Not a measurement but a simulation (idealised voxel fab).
You're looking at the process module voxel air gaps.
FYI the section here is cut, 165 nm wide, cells are 5 nm squares.
In this document a cross-section is written as a grid of square cells. It is given as a series of bands, listed from the top down, and a band is one or more rows of cells.
Band: top and bottom heights (nm) first, top before bottom; then materials from left to right, widths in nm. "all across" marks a sole material filling the band edge to edge. "air" denotes empty space.
Counting heights begins at 0, where everything beneath is, in the wafer as received, one material. The lowest band has no bottom; it goes on downwards, as "0 and below" shows.
Top row gets the first number, bottom row gets the second, and each row in between changes by the same step: that is how a band width like "30 to 40" works.
The cross-section has no changed cell in any step marked "no alteration".
If an empty space has no open way to the top and is at least 8 cells in size, "Enclosed void listing" lists it, written width x height at distance, where distance is measured from the left edge and every value is in nm.
On each step's line, the part that comes after the settings is the simulator's own comment on the step.
Steps that use a mask can have "overlay nm" on their line. It says how far the mask sat to the right of where it was meant to be. Negative means to the left.
[Steps planned for the process]
1: op RECEIVE | material Si
2: op CONFORMAL_DEP | material SiO2 | thk nm 15
3: op CONFORMAL_DEP | material SiCN | thk nm 5
4: op DIRECTIONAL_DEP | material SiO2 | thk nm 35
5: op MASKED_ETCH | tone open | mask id LINES | width nm 20 | pitch nm 45 | etch materials SiO2 | depth nm 35 | overlay nm 0
6: op CONFORMAL_DEP | material TiN | thk nm 5
7: op FILL_DEP | material Cu | thk nm 5
8: op CMP | height nm 55
9: op EPI | material Ru | thk nm 10
10: op SELECTIVE_ETCH | etch materials SiO2 | depth nm 45
11: op CONFORMAL_DEP | material SiCN | thk nm 5
[Cross-section of the wafer at receipt, which is the condition after step 1]
> 0 and below = Si all across
> Enclosed void listing: none
[Final wafer profile in cross-section after the module, from the same start and plan as above, with one mistake made during processing]
> 70 down to 65 = air: 10; SiCN: 140; air: 15
> 65 down to 55 = air: 10; SiCN: 5; Ru: 40; SiCN: 5; Ru: 40; SiCN: 5; Ru: 40; SiCN: 5; air: 15
> 55 down to 25 = air: 10; SiCN: 5; Ru: 10; TiN: 5; Cu: 10; TiN: 5; Ru: 10; SiCN: 5; Ru: 10; TiN: 5; Cu: 10; TiN: 5; Ru: 10; SiCN: 5; Ru: 10; TiN: 5; Cu: 10; TiN: 5; Ru: 10; SiCN: 5; air: 15
> 25 down to 20 = SiCN: 15; Ru: 10; TiN: 20; Ru: 10; SiCN: 5; Ru: 10; TiN: 20; Ru: 10; SiCN: 5; Ru: 10; TiN: 20; Ru: 10; SiCN: 20
> 20 down to 15 = SiCN all across
> 15 down to 0 = SiO2 all across
> 0 and below = Si all across
> Enclosed void listing: none
It is concluded that the wafer was processed incorrectly with respect to the plan, in that ran 9 and 10 in swapped order versus the plan
